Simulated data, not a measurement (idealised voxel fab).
Herein follows the process module entitled voxel wiring stack.
cross-section cut | 215 nm wide | cells 5 nm
Cross-section layout: square cells on a grid; listed as bands, top to bottom; a band spans one or more cell rows.
The band entry comprises the height of the band's top followed by the height of its bottom, expressed in nm, and subsequently the band's materials from left to right, each stated together with its width in nm. Where a single material is marked with the word "everywhere", that material fills the band from edge to edge. The word "air" represents empty space.
The level at which height equals 0 is the one under which the wafer, as it arrives, is entirely one material. No lower edge exists for the bottom band, which continues downward and is notated as in "0..down".
The expression "30 to 40" gives the width at the extremes of the band, the first number at its top row of cells and the second at its bottom row, with the width changing by equal amounts from each row to the next in between.
Take "no alterations made" at face value: in the step it is given for, the cross-section changed in none of its cells.
Closed empty spaces (no open way to the top) of 8 cells or more are what "Enclosed cavities" lists, each as width x height at distance from the left edge, nm for all three.
Whatever follows a step's settings on its line is a remark the simulator itself makes about that step.
overlay nm: for a step with a mask, the amount by which the mask lay right of where it was planned; a negative amount means left of it.
Each pair below shows a cross-section before one step and the cross-section after it, down to the lowest band that changed. The line under each pair gives the step between them, with its settings. The pairs can come from different runs of this module on the same starting wafer, so a pair continues from the pair above only where its "State on entry" says so.
[State on entry]
* 0..down: Si everywhere
* Enclosed cavities: none
[State After Step]
* 10..0: SiO2 everywhere
* Anything lower than 0 is untouched.
* Enclosed cavities: none
Upper to lower cross-section via CONFORMAL_DEP with material SiO2, thk nm 10
State on entry: unchanged from the after cross-section in the pair immediately above; refer to that figure.
[State After Step]
* 15..10: SiN everywhere
* Anything lower than 10 is untouched.
* Enclosed cavities: none
Upper to lower cross-section via CONFORMAL_DEP with material SiN, thk nm 5
State on entry: unchanged from the after cross-section in the pair immediately above; refer to that figure.
[State After Step]
* 35..15: SiO2 everywhere
* Anything lower than 15 is untouched.
* Enclosed cavities: none
Upper to lower cross-section via DIRECTIONAL_DEP with material SiO2, thk nm 20
State on entry: unchanged from the after cross-section in the pair immediately above; refer to that figure.
[State After Step]
* 50..35: resist 40 nm  air 30 nm  resist 20 nm  air 30 nm  resist 20 nm  air 30 nm  resist 45 nm
* Anything lower than 35 is untouched.
* Enclosed cavities: none
Upper to lower cross-section via PATTERN with tone open, mask id METAL_1, material resist, width nm 30, pitch nm 50, thk nm 15, overlay nm 0
State on entry: unchanged from the after cross-section in the pair immediately above; refer to that figure.
[State After Step]
* 50..35: resist 40 nm  air 30 nm  resist 20 nm  air 30 nm  resist 20 nm  air 30 nm  resist 45 nm
* 35..15: SiO2 40 nm  air 30 nm  SiO2 20 nm  air 30 nm  SiO2 20 nm  air 30 nm  SiO2 45 nm
* Anything lower than 15 is untouched.
* Enclosed cavities: none
Upper to lower cross-section via DIRECTIONAL_ETCH with etch materials SiO2, depth nm 20
State on entry: unchanged from the after cross-section in the pair immediately above; refer to that figure.
[State After Step]
* 50..35: resist 40 nm  air 30 nm  resist 20 nm  air 30 nm  resist 20 nm  air 30 nm  resist 45 nm
* 35..15: SiO2 40 nm  air 30 nm  SiO2 20 nm  air 30 nm  SiO2 20 nm  air 30 nm  SiO2 45 nm
* 15..10: SiN 40 nm  air 30 nm  SiN 20 nm  air 30 nm  SiN 20 nm  air 30 nm  SiN 45 nm
* Anything lower than 10 is untouched.
* Enclosed cavities: none
Upper to lower cross-section via DIRECTIONAL_ETCH with etch materials SiN, depth nm 5
State on entry: unchanged from the after cross-section in the pair immediately above; refer to that figure.
[State After Step]
* 35..15: SiO2 40 nm  air 30 nm  SiO2 20 nm  air 30 nm  SiO2 20 nm  air 30 nm  SiO2 45 nm
* Anything lower than 15 is untouched.
* Enclosed cavities: none
Upper to lower cross-section via STRIP with etch materials resist
State on entry: unchanged from the after cross-section in the pair immediately above; refer to that figure.
[State After Step]
* 40..35: TiN 45 nm  air 20 nm  TiN 30 nm  air 20 nm  TiN 30 nm  air 20 nm  TiN 50 nm
* 35..15: SiO2 40 nm  TiN 5 nm  air 20 nm  TiN 5 nm  SiO2 20 nm  TiN 5 nm  air 20 nm  TiN 5 nm  SiO2 20 nm  TiN 5 nm  air 20 nm  TiN 5 nm  SiO2 45 nm
* 15..10: SiN 40 nm  TiN 30 nm  SiN 20 nm  TiN 30 nm  SiN 20 nm  TiN 30 nm  SiN 45 nm
* Anything lower than 10 is untouched.
* Enclosed cavities: none
Upper to lower cross-section via CONFORMAL_DEP with material TiN, thk nm 5
State on entry: unchanged from the after cross-section in the pair immediately above; refer to that figure.
[State After Step]
* 45..40: W everywhere
* 40..35: TiN 45 nm  W 20 nm  TiN 30 nm  W 20 nm  TiN 30 nm  W 20 nm  TiN 50 nm
* 35..15: SiO2 40 nm  TiN 5 nm  W 20 nm  TiN 5 nm  SiO2 20 nm  TiN 5 nm  W 20 nm  TiN 5 nm  SiO2 20 nm  TiN 5 nm  W 20 nm  TiN 5 nm  SiO2 45 nm
* Anything lower than 15 is untouched.
* Enclosed cavities: none
Upper to lower cross-section via FILL_DEP with material W, thk nm 5
State on entry: unchanged from the after cross-section in the pair immediately above; refer to that figure.
[State After Step]
* 35..15: SiO2 40 nm  TiN 5 nm  W 20 nm  TiN 5 nm  SiO2 20 nm  TiN 5 nm  W 20 nm  TiN 5 nm  SiO2 20 nm  TiN 5 nm  W 20 nm  TiN 5 nm  SiO2 45 nm
* Anything lower than 15 is untouched.
* Enclosed cavities: none
Upper to lower cross-section via CMP with height nm 35
State on entry: unchanged from the after cross-section in the pair immediately above; refer to that figure.
[State After Step]
* 40..35: SiCN everywhere
* Anything lower than 35 is untouched.
* Enclosed cavities: none
Upper to lower cross-section via CONFORMAL_DEP with material SiCN, thk nm 5
State on entry: unchanged from the after cross-section in the pair immediately above; refer to that figure.
[State After Step]
* 50..40: SiO2 everywhere
* Anything lower than 40 is untouched.
* Enclosed cavities: none
Upper to lower cross-section via DIRECTIONAL_DEP with material SiO2, thk nm 10
State on entry: unchanged from the after cross-section in the pair immediately above; refer to that figure.
[State After Step]
* 65..50: aC everywhere
* Anything lower than 50 is untouched.
* Enclosed cavities: none
Upper to lower cross-section via DIRECTIONAL_DEP with material aC, thk nm 15
State on entry: unchanged from the after cross-section in the pair immediately above; refer to that figure.
[State After Step]
* 100..65: resist 40 nm  air 15 nm  resist 85 nm  air 15 nm  resist 60 nm
* Anything lower than 65 is untouched.
* Enclosed cavities: none
Upper to lower cross-section via PATTERN with tone open, mask id PLUG_1, material resist, width nm 15, pitch nm 100, thk nm 35, overlay nm 0
State on entry: unchanged from the after cross-section in the pair immediately above; refer to that figure.
[State After Step]
* 85..65: resist 40 nm  air 15 nm  resist 85 nm  air 15 nm  resist 60 nm
* 65..50: aC 40 nm  air 15 nm  aC 85 nm  air 15 nm  aC 60 nm
* Anything lower than 50 is untouched.
* Enclosed cavities: none
Upper to lower cross-section via DIRECTIONAL_ETCH with etch materials aC, depth nm 15
State on entry: unchanged from the after cross-section in the pair immediately above; refer to that figure.
[State After Step]
* 65..50: aC 40 nm  air 15 nm  aC 85 nm  air 15 nm  aC 60 nm
* Anything lower than 50 is untouched.
* Enclosed cavities: none
Upper to lower cross-section via STRIP with etch materials resist
State on entry: unchanged from the after cross-section in the pair immediately above; refer to that figure.
[State After Step]
* 65..50: aC 40 nm  air 15 nm  aC 85 nm  air 15 nm  aC 60 nm
* 50..40: SiO2 40 nm  air 15 nm  SiO2 85 nm  air 15 nm  SiO2 60 nm
* Anything lower than 40 is untouched.
* Enclosed cavities: none
Upper to lower cross-section via DIRECTIONAL_ETCH with etch materials SiO2, depth nm 10
State on entry: unchanged from the after cross-section in the pair immediately above; refer to that figure.
[State After Step]
* 65..50: aC 40 nm  air 15 nm  aC 85 nm  air 15 nm  aC 60 nm
* 50..40: SiO2 40 nm  air 15 nm  SiO2 85 nm  air 15 nm  SiO2 60 nm
* 40..35: SiCN 40 nm  air 15 nm  SiCN 85 nm  air 15 nm  SiCN 60 nm
* Anything lower than 35 is untouched.
* Enclosed cavities: none
Upper to lower cross-section via DIRECTIONAL_ETCH with etch materials SiCN, depth nm 5
State on entry: unchanged from the after cross-section in the pair immediately above; refer to that figure.
[State After Step]
* 50..40: SiO2 40 nm  air 15 nm  SiO2 85 nm  air 15 nm  SiO2 60 nm
* Anything lower than 40 is untouched.
* Enclosed cavities: none
Upper to lower cross-section via STRIP with etch materials aC
State on entry: unchanged from the after cross-section in the pair immediately above; refer to that figure.
[State After Step]
* 50..45: SiO2 40 nm  air 15 nm  SiO2 85 nm  air 15 nm  SiO2 60 nm
* 45..40: SiO2 40 nm  Ru 15 nm  SiO2 85 nm  Ru 15 nm  SiO2 60 nm
* 40..35: SiCN 40 nm  Ru 15 nm  SiCN 85 nm  Ru 15 nm  SiCN 60 nm
* Anything lower than 35 is untouched.
* Enclosed cavities: none
Upper to lower cross-section via EPI with material Ru, thk nm 10
State on entry: unchanged from the after cross-section in the pair immediately above; refer to that figure.
[State After Step]
* 50..40: SiO2 40 nm  Ru 15 nm  SiO2 85 nm  Ru 15 nm  SiO2 60 nm
* Anything lower than 40 is untouched.
* Enclosed cavities: none
Upper to lower cross-section via EPI with material Ru, thk nm 5
State on entry: unchanged from the after cross-section in the pair immediately above; refer to that figure.
[State After Step]
* 55..50: TiN everywhere
* Anything lower than 50 is untouched.
* Enclosed cavities: none
Upper to lower cross-section via DIRECTIONAL_DEP with material TiN, thk nm 5
State on entry: unchanged from the after cross-section in the pair immediately above; refer to that figure.
[State After Step]
* 80..55: Ru everywhere
* Anything lower than 55 is untouched.
* Enclosed cavities: none
Upper to lower cross-section via DIRECTIONAL_DEP with material Ru, thk nm 25
State on entry: unchanged from the after cross-section in the pair immediately above; refer to that figure.
[State After Step]
* 95..80: air 40 nm  resist 30 nm  air 20 nm  resist 30 nm  air 20 nm  resist 30 nm  air 45 nm
* Anything lower than 80 is untouched.
* Enclosed cavities: none
Upper to lower cross-section via PATTERN with tone cover, mask id METAL_2, material resist, width nm 30, pitch nm 50, thk nm 15, overlay nm 0
State on entry: unchanged from the after cross-section in the pair immediately above; refer to that figure.
[State After Step]
* 95..80: air 40 nm  resist 30 nm  air 20 nm  resist 30 nm  air 20 nm  resist 30 nm  air 45 nm
* 80..55: air 40 nm  Ru 30 nm  air 20 nm  Ru 30 nm  air 20 nm  Ru 30 nm  air 45 nm
* Anything lower than 55 is untouched.
* Enclosed cavities: none
Upper to lower cross-section via DIRECTIONAL_ETCH with etch materials Ru, depth nm 25
State on entry: unchanged from the after cross-section in the pair immediately above; refer to that figure.
[State After Step]
* 95..80: air 40 nm  resist 30 nm  air 20 nm  resist 30 nm  air 20 nm  resist 30 nm  air 45 nm
* 80..55: air 40 nm  Ru 30 nm  air 20 nm  Ru 30 nm  air 20 nm  Ru 30 nm  air 45 nm
* 55..50: air 40 nm  TiN 30 nm  air 20 nm  TiN 30 nm  air 20 nm  TiN 30 nm  air 45 nm
* Anything lower than 50 is untouched.
* Enclosed cavities: none
Upper to lower cross-section via DIRECTIONAL_ETCH with etch materials TiN, depth nm 5
State on entry: unchanged from the after cross-section in the pair immediately above; refer to that figure.
[State After Step]
* 80..55: air 40 nm  Ru 30 nm  air 20 nm  Ru 30 nm  air 20 nm  Ru 30 nm  air 45 nm
* Anything lower than 55 is untouched.
* Enclosed cavities: none
Upper to lower cross-section via STRIP with etch materials resist
State on entry: unchanged from the after cross-section in the pair immediately above; refer to that figure.
[State After Step]
* 85..80: air 35 nm  SiN 40 nm  air 10 nm  SiN 40 nm  air 10 nm  SiN 40 nm  air 40 nm
* 80..55: air 35 nm  SiN 5 nm  Ru 30 nm  SiN 5 nm  air 10 nm  SiN 5 nm  Ru 30 nm  SiN 5 nm  air 10 nm  SiN 5 nm  Ru 30 nm  SiN 5 nm  air 40 nm
* 55..50: SiN 40 nm  TiN 30 nm  SiN 20 nm  TiN 30 nm  SiN 20 nm  TiN 30 nm  SiN 45 nm
* Anything lower than 50 is untouched.
* Enclosed cavities: none
Upper to lower cross-section via CONFORMAL_DEP with material SiN, thk nm 5
State on entry: unchanged from the after cross-section in the pair immediately above; refer to that figure.
[State After Step]
* 90..85: SiO2 everywhere
* 85..80: SiO2 35 nm  SiN 40 nm  SiO2 10 nm  SiN 40 nm  SiO2 10 nm  SiN 40 nm  SiO2 40 nm
* 80..55: SiO2 35 nm  SiN 5 nm  Ru 30 nm  SiN 5 nm  SiO2 10 nm  SiN 5 nm  Ru 30 nm  SiN 5 nm  SiO2 10 nm  SiN 5 nm  Ru 30 nm  SiN 5 nm  SiO2 40 nm
* Anything lower than 55 is untouched.
* Enclosed cavities: none
Upper to lower cross-section via FILL_DEP with material SiO2, thk nm 5
State on entry: unchanged from the after cross-section in the pair immediately above; refer to that figure.
[State After Step]
* 80..55: SiO2 35 nm  SiN 5 nm  Ru 30 nm  SiN 5 nm  SiO2 10 nm  SiN 5 nm  Ru 30 nm  SiN 5 nm  SiO2 10 nm  SiN 5 nm  Ru 30 nm  SiN 5 nm  SiO2 40 nm
* Anything lower than 55 is untouched.
* Enclosed cavities: none
Upper to lower cross-section via CMP with height nm 80
State on entry: unchanged from the after cross-section in the pair immediately above; refer to that figure.
[State After Step]
* 85..80: SiCN everywhere
* Anything lower than 80 is untouched.
* Enclosed cavities: none
Upper to lower cross-section via CONFORMAL_DEP with material SiCN, thk nm 5
State on entry: unchanged from the after cross-section in the pair immediately above; refer to that figure.
[State After Step]
* 110..85: lowk everywhere
* Anything lower than 85 is untouched.
* Enclosed cavities: none
Upper to lower cross-section via DIRECTIONAL_DEP with material lowk, thk nm 25
State on entry: unchanged from the after cross-section in the pair immediately above; refer to that figure.
[State After Step]
* 120..110: aC everywhere
* Anything lower than 110 is untouched.
* Enclosed cavities: none
Upper to lower cross-section via DIRECTIONAL_DEP with material aC, thk nm 10
State on entry: unchanged from the after cross-section in the pair immediately above; refer to that figure.
[State After Step]
* 150..120: resist 40 nm  air 15 nm  resist 35 nm  air 15 nm  resist 35 nm  air 15 nm  resist 60 nm
* Anything lower than 120 is untouched.
* Enclosed cavities: none
Upper to lower cross-section via PATTERN with tone open, mask id METAL_3_HOLES, material resist, width nm 15, pitch nm 50, thk nm 30, overlay nm 0
State on entry: unchanged from the after cross-section in the pair immediately above; refer to that figure.
[State After Step]
* 140..120: resist 40 nm  air 15 nm  resist 35 nm  air 15 nm  resist 35 nm  air 15 nm  resist 60 nm
* 120..110: aC 40 nm  air 15 nm  aC 35 nm  air 15 nm  aC 35 nm  air 15 nm  aC 60 nm
* Anything lower than 110 is untouched.
* Enclosed cavities: none
Upper to lower cross-section via DIRECTIONAL_ETCH with etch materials aC, depth nm 10
State on entry: unchanged from the after cross-section in the pair immediately above; refer to that figure.
[State After Step]
* 120..110: aC 40 nm  air 15 nm  aC 35 nm  air 15 nm  aC 35 nm  air 15 nm  aC 60 nm
* Anything lower than 110 is untouched.
* Enclosed cavities: none
Upper to lower cross-section via STRIP with etch materials resist
State on entry: unchanged from the after cross-section in the pair immediately above; refer to that figure.
[State After Step]
* 120..110: aC 40 nm  air 15 nm  aC 35 nm  air 15 nm  aC 35 nm  air 15 nm  aC 60 nm
* 110..85: lowk 40 nm  air 15 nm  lowk 35 nm  air 15 nm  lowk 35 nm  air 15 nm  lowk 60 nm
* Anything lower than 85 is untouched.
* Enclosed cavities: none
Upper to lower cross-section via DIRECTIONAL_ETCH with etch materials lowk, depth nm 25
State on entry: unchanged from the after cross-section in the pair immediately above; refer to that figure.
[State After Step]
* 110..85: lowk 40 nm  air 15 nm  lowk 35 nm  air 15 nm  lowk 35 nm  air 15 nm  lowk 60 nm
* Anything lower than 85 is untouched.
* Enclosed cavities: none
Upper to lower cross-section via STRIP with etch materials aC
State on entry: unchanged from the after cross-section in the pair immediately above; refer to that figure.
[State After Step]
* 125..110: aC 40 nm  air 15 nm  aC 35 nm  air 15 nm  aC 35 nm  air 15 nm  aC 60 nm
* 110..100: lowk 40 nm  air 15 nm  lowk 35 nm  air 15 nm  lowk 35 nm  air 15 nm  lowk 60 nm
* 100..85: lowk 40 nm  aC 15 nm  lowk 35 nm  aC 15 nm  lowk 35 nm  aC 15 nm  lowk 60 nm
* Anything lower than 85 is untouched.
* Enclosed cavities: none
Upper to lower cross-section via DIRECTIONAL_DEP with material aC, thk nm 15
State on entry: unchanged from the after cross-section in the pair immediately above; refer to that figure.
[State After Step]
* 160..125: resist 40 nm  air 30 nm  resist 20 nm  air 30 nm  resist 20 nm  air 30 nm  resist 45 nm
* Anything lower than 125 is untouched.
* Enclosed cavities: none
Upper to lower cross-section via PATTERN with tone open, mask id METAL_3, material resist, width nm 30, pitch nm 50, thk nm 35, overlay nm 0
State on entry: unchanged from the after cross-section in the pair immediately above; refer to that figure.
[State After Step]
* 145..125: resist 40 nm  air 30 nm  resist 20 nm  air 30 nm  resist 20 nm  air 30 nm  resist 45 nm
* 125..110: aC 40 nm  air 30 nm  aC 20 nm  air 30 nm  aC 20 nm  air 30 nm  aC 45 nm
* 110..85: lowk 40 nm  air 15 nm  lowk 35 nm  air 15 nm  lowk 35 nm  air 15 nm  lowk 60 nm
* Anything lower than 85 is untouched.
* Enclosed cavities: none
Upper to lower cross-section via DIRECTIONAL_ETCH with etch materials aC, depth nm 15
State on entry: unchanged from the after cross-section in the pair immediately above; refer to that figure.
[State After Step]
* 125..110: aC 40 nm  air 30 nm  aC 20 nm  air 30 nm  aC 20 nm  air 30 nm  aC 45 nm
* Anything lower than 110 is untouched.
* Enclosed cavities: none
Upper to lower cross-section via STRIP with etch materials resist
State on entry: unchanged from the after cross-section in the pair immediately above; refer to that figure.
[State After Step]
* 125..110: aC 40 nm  air 30 nm  aC 20 nm  air 30 nm  aC 20 nm  air 30 nm  aC 45 nm
* 110..95: lowk 40 nm  air 30 nm  lowk 20 nm  air 30 nm  lowk 20 nm  air 30 nm  lowk 45 nm
* Anything lower than 95 is untouched.
* Enclosed cavities: none
Upper to lower cross-section via DIRECTIONAL_ETCH with etch materials lowk, depth nm 15
State on entry: unchanged from the after cross-section in the pair immediately above; refer to that figure.
[State After Step]
* 125..110: aC 40 nm  air 30 nm  aC 20 nm  air 30 nm  aC 20 nm  air 30 nm  aC 45 nm
* 110..95: lowk 40 nm  air 30 nm  lowk 20 nm  air 30 nm  lowk 20 nm  air 30 nm  lowk 45 nm
* 95..85: lowk 40 nm  air 15 nm  lowk 35 nm  air 15 nm  lowk 35 nm  air 15 nm  lowk 60 nm
* 85..80: SiCN 40 nm  air 15 nm  SiCN 35 nm  air 15 nm  SiCN 35 nm  air 15 nm  SiCN 60 nm
* Anything lower than 80 is untouched.
* Enclosed cavities: none
Upper to lower cross-section via DIRECTIONAL_ETCH with etch materials SiCN, depth nm 5
State on entry: unchanged from the after cross-section in the pair immediately above; refer to that figure.
[State After Step]
* 110..95: lowk 40 nm  air 30 nm  lowk 20 nm  air 30 nm  lowk 20 nm  air 30 nm  lowk 45 nm
* Anything lower than 95 is untouched.
* Enclosed cavities: none
Upper to lower cross-section via STRIP with etch materials aC
State on entry: unchanged from the after cross-section in the pair immediately above; refer to that figure.
[State After Step]
* 115..110: TiN 45 nm  air 20 nm  TiN 30 nm  air 20 nm  TiN 30 nm  air 20 nm  TiN 50 nm
* 110..100: lowk 40 nm  TiN 5 nm  air 20 nm  TiN 5 nm  lowk 20 nm  TiN 5 nm  air 20 nm  TiN 5 nm  lowk 20 nm  TiN 5 nm  air 20 nm  TiN 5 nm  lowk 45 nm
* 100..95: lowk 40 nm  TiN 5 nm  air 5 nm  TiN 20 nm  lowk 20 nm  TiN 5 nm  air 5 nm  TiN 20 nm  lowk 20 nm  TiN 5 nm  air 5 nm  TiN 20 nm  lowk 45 nm
* 95..85: lowk 40 nm  TiN 5 nm  air 5 nm  TiN 5 nm  lowk 35 nm  TiN 5 nm  air 5 nm  TiN 5 nm  lowk 35 nm  TiN 5 nm  air 5 nm  TiN 5 nm  lowk 60 nm
* 85..80: SiCN 40 nm  TiN 15 nm  SiCN 35 nm  TiN 15 nm  SiCN 35 nm  TiN 15 nm  SiCN 60 nm
* Anything lower than 80 is untouched.
* Enclosed cavities: none
Upper to lower cross-section via CONFORMAL_DEP with material TiN, thk nm 5
State on entry: unchanged from the after cross-section in the pair immediately above; refer to that figure.
[State After Step]
* 125..115: Cu everywhere
* 115..110: TiN 45 nm  Cu 20 nm  TiN 30 nm  Cu 20 nm  TiN 30 nm  Cu 20 nm  TiN 50 nm
* 110..100: lowk 40 nm  TiN 5 nm  Cu 20 nm  TiN 5 nm  lowk 20 nm  TiN 5 nm  Cu 20 nm  TiN 5 nm  lowk 20 nm  TiN 5 nm  Cu 20 nm  TiN 5 nm  lowk 45 nm
* 100..95: lowk 40 nm  TiN 5 nm  Cu 5 nm  TiN 20 nm  lowk 20 nm  TiN 5 nm  Cu 5 nm  TiN 20 nm  lowk 20 nm  TiN 5 nm  Cu 5 nm  TiN 20 nm  lowk 45 nm
* 95..85: lowk 40 nm  TiN 5 nm  Cu 5 nm  TiN 5 nm  lowk 35 nm  TiN 5 nm  Cu 5 nm  TiN 5 nm  lowk 35 nm  TiN 5 nm  Cu 5 nm  TiN 5 nm  lowk 60 nm
* Anything lower than 85 is untouched.
* Enclosed cavities: none
Upper to lower cross-section via FILL_DEP with material Cu, thk nm 10
State on entry: unchanged from the after cross-section in the pair immediately above; refer to that figure.
[State After Step]
* 110..100: lowk 40 nm  TiN 5 nm  Cu 20 nm  TiN 5 nm  lowk 20 nm  TiN 5 nm  Cu 20 nm  TiN 5 nm  lowk 20 nm  TiN 5 nm  Cu 20 nm  TiN 5 nm  lowk 45 nm
* Anything lower than 100 is untouched.
* Enclosed cavities: none
Upper to lower cross-section via CMP with height nm 110
State on entry: unchanged from the after cross-section in the pair immediately above; refer to that figure.
[State After Step]
* 115..110: SiCN everywhere
* Anything lower than 110 is untouched.
* Enclosed cavities: none
Upper to lower cross-section via CONFORMAL_DEP with material SiCN, thk nm 5
State on entry: unchanged from the after cross-section in the pair immediately above; refer to that figure.
[State After Step]
* 130..115: lowk everywhere
* Anything lower than 115 is untouched.
* Enclosed cavities: none
Upper to lower cross-section via DIRECTIONAL_DEP with material lowk, thk nm 15
State on entry: unchanged from the after cross-section in the pair immediately above; refer to that figure.
[State After Step]
* 150..130: resist 40 nm  air 15 nm  resist 35 nm  air 15 nm  resist 35 nm  air 15 nm  resist 60 nm
* Anything lower than 130 is untouched.
* Enclosed cavities: none
Upper to lower cross-section via PATTERN with tone open, mask id PLUG_3, material resist, width nm 15, pitch nm 50, thk nm 20, overlay nm 0
State on entry: unchanged from the after cross-section in the pair immediately above; refer to that figure.
[State After Step]
* 150..130: resist 40 nm  air 15 nm  resist 35 nm  air 15 nm  resist 35 nm  air 15 nm  resist 60 nm
* 130..115: lowk 40 nm  air 15 nm  lowk 35 nm  air 15 nm  lowk 35 nm  air 15 nm  lowk 60 nm
* Anything lower than 115 is untouched.
* Enclosed cavities: none
Upper to lower cross-section via DIRECTIONAL_ETCH with etch materials lowk, depth nm 15
State on entry: unchanged from the after cross-section in the pair immediately above; refer to that figure.
[State After Step]
* 150..130: resist 40 nm  air 15 nm  resist 35 nm  air 15 nm  resist 35 nm  air 15 nm  resist 60 nm
* 130..115: lowk 40 nm  air 15 nm  lowk 35 nm  air 15 nm  lowk 35 nm  air 15 nm  lowk 60 nm
* 115..110: SiCN 40 nm  air 15 nm  SiCN 35 nm  air 15 nm  SiCN 35 nm  air 15 nm  SiCN 60 nm
* Anything lower than 110 is untouched.
* Enclosed cavities: none
Upper to lower cross-section via DIRECTIONAL_ETCH with etch materials SiCN, depth nm 5
State on entry: unchanged from the after cross-section in the pair immediately above; refer to that figure.
[State After Step]
* 130..115: lowk 40 nm  air 15 nm  lowk 35 nm  air 15 nm  lowk 35 nm  air 15 nm  lowk 60 nm
* Anything lower than 115 is untouched.
* Enclosed cavities: none
Upper to lower cross-section via STRIP with etch materials resist
State on entry: unchanged from the after cross-section in the pair immediately above; refer to that figure.
[State After Step]
* 135..130: TiN 45 nm  air 5 nm  TiN 45 nm  air 5 nm  TiN 45 nm  air 5 nm  TiN 65 nm
* 130..115: lowk 40 nm  TiN 5 nm  air 5 nm  TiN 5 nm  lowk 35 nm  TiN 5 nm  air 5 nm  TiN 5 nm  lowk 35 nm  TiN 5 nm  air 5 nm  TiN 5 nm  lowk 60 nm
* 115..110: SiCN 40 nm  TiN 15 nm  SiCN 35 nm  TiN 15 nm  SiCN 35 nm  TiN 15 nm  SiCN 60 nm
* Anything lower than 110 is untouched.
* Enclosed cavities: none
Upper to lower cross-section via CONFORMAL_DEP with material TiN, thk nm 5
State on entry: unchanged from the after cross-section in the pair immediately above; refer to that figure.
[State After Step]
* 140..135: Ru everywhere
* 135..130: TiN 45 nm  Ru 5 nm  TiN 45 nm  Ru 5 nm  TiN 45 nm  Ru 5 nm  TiN 65 nm
* 130..115: lowk 40 nm  TiN 5 nm  Ru 5 nm  TiN 5 nm  lowk 35 nm  TiN 5 nm  Ru 5 nm  TiN 5 nm  lowk 35 nm  TiN 5 nm  Ru 5 nm  TiN 5 nm  lowk 60 nm
* Anything lower than 115 is untouched.
* Enclosed cavities: none
Upper to lower cross-section via FILL_DEP with material Ru, thk nm 5
State on entry: unchanged from the after cross-section in the pair immediately above; refer to that figure.
[State After Step]
* 130..115: lowk 40 nm  TiN 5 nm  Ru 5 nm  TiN 5 nm  lowk 35 nm  TiN 5 nm  Ru 5 nm  TiN 5 nm  lowk 35 nm  TiN 5 nm  Ru 5 nm  TiN 5 nm  lowk 60 nm
* Anything lower than 115 is untouched.
* Enclosed cavities: none
Upper to lower cross-section via CMP with height nm 130
State on entry: unchanged from the after cross-section in the pair immediately above; refer to that figure.
[State After Step]
* 135..130: SiCN everywhere
* Anything lower than 130 is untouched.
* Enclosed cavities: none
Upper to lower cross-section via CONFORMAL_DEP with material SiCN, thk nm 5
State on entry: unchanged from the after cross-section in the pair immediately above; refer to that figure.
[State After Step]
* 160..135: SiO2 everywhere
* Anything lower than 135 is untouched.
* Enclosed cavities: none
Upper to lower cross-section via DIRECTIONAL_DEP with material SiO2, thk nm 25
State on entry: unchanged from the after cross-section in the pair immediately above; refer to that figure.
[State After Step]
* 160..135: SiO2 40 nm  air 30 nm  SiO2 20 nm  air 30 nm  SiO2 20 nm  air 30 nm  SiO2 45 nm
* Anything lower than 135 is untouched.
* Enclosed cavities: none
Upper to lower cross-section via MASKED_ETCH with tone open, mask id METAL_4, width nm 30, pitch nm 50, etch materials SiO2, depth nm 25, overlay nm 0
State on entry: unchanged from the after cross-section in the pair immediately above; refer to that figure.
[State After Step]
* 160..135: SiO2 40 nm  air 30 nm  SiO2 20 nm  air 30 nm  SiO2 20 nm  air 30 nm  SiO2 45 nm
* 135..130: SiCN 40 nm  air 30 nm  SiCN 20 nm  air 30 nm  SiCN 20 nm  air 30 nm  SiCN 45 nm
* Anything lower than 130 is untouched.
* Enclosed cavities: none
Upper to lower cross-section via MASKED_ETCH with tone open, mask id METAL_4, width nm 30, pitch nm 50, etch materials SiCN, depth nm 5, overlay nm 0
State on entry: unchanged from the after cross-section in the pair immediately above; refer to that figure.
[State After Step]
* 165..160: TiN 45 nm  air 20 nm  TiN 30 nm  air 20 nm  TiN 30 nm  air 20 nm  TiN 50 nm
* 160..135: SiO2 40 nm  TiN 5 nm  air 20 nm  TiN 5 nm  SiO2 20 nm  TiN 5 nm  air 20 nm  TiN 5 nm  SiO2 20 nm  TiN 5 nm  air 20 nm  TiN 5 nm  SiO2 45 nm
* 135..130: SiCN 40 nm  TiN 30 nm  SiCN 20 nm  TiN 30 nm  SiCN 20 nm  TiN 30 nm  SiCN 45 nm
* Anything lower than 130 is untouched.
* Enclosed cavities: none
Upper to lower cross-section via CONFORMAL_DEP with material TiN, thk nm 5
State on entry: unchanged from the after cross-section in the pair immediately above; refer to that figure.
[State After Step]
* 175..165: Cu everywhere
* 165..160: TiN 45 nm  Cu 20 nm  TiN 30 nm  Cu 20 nm  TiN 30 nm  Cu 20 nm  TiN 50 nm
* 160..135: SiO2 40 nm  TiN 5 nm  Cu 20 nm  TiN 5 nm  SiO2 20 nm  TiN 5 nm  Cu 20 nm  TiN 5 nm  SiO2 20 nm  TiN 5 nm  Cu 20 nm  TiN 5 nm  SiO2 45 nm
* Anything lower than 135 is untouched.
* Enclosed cavities: none
Upper to lower cross-section via FILL_DEP with material Cu, thk nm 10
State on entry: unchanged from the after cross-section in the pair immediately above; refer to that figure.
[State After Step]
* 160..135: SiO2 40 nm  TiN 5 nm  Cu 20 nm  TiN 5 nm  SiO2 20 nm  TiN 5 nm  Cu 20 nm  TiN 5 nm  SiO2 20 nm  TiN 5 nm  Cu 20 nm  TiN 5 nm  SiO2 45 nm
* Anything lower than 135 is untouched.
* Enclosed cavities: none
Upper to lower cross-section via CMP with height nm 160
State on entry: unchanged from the after cross-section in the pair immediately above; refer to that figure.
[State After Step]
* 165..160: air 35 nm  Ru 40 nm  air 10 nm  Ru 40 nm  air 10 nm  Ru 40 nm  air 40 nm
* Anything lower than 160 is untouched.
* Enclosed cavities: none
Upper to lower cross-section via EPI with material Ru, thk nm 5
State on entry: unchanged from the after cross-section in the pair immediately above; refer to that figure.
[State After Step]
* 170..165: SiCN everywhere
* 165..160: SiCN 35 nm  Ru 40 nm  SiCN 10 nm  Ru 40 nm  SiCN 10 nm  Ru 40 nm  SiCN 40 nm
* Anything lower than 160 is untouched.
* Enclosed cavities: none
Upper to lower cross-section via FILL_DEP with material SiCN, thk nm 5
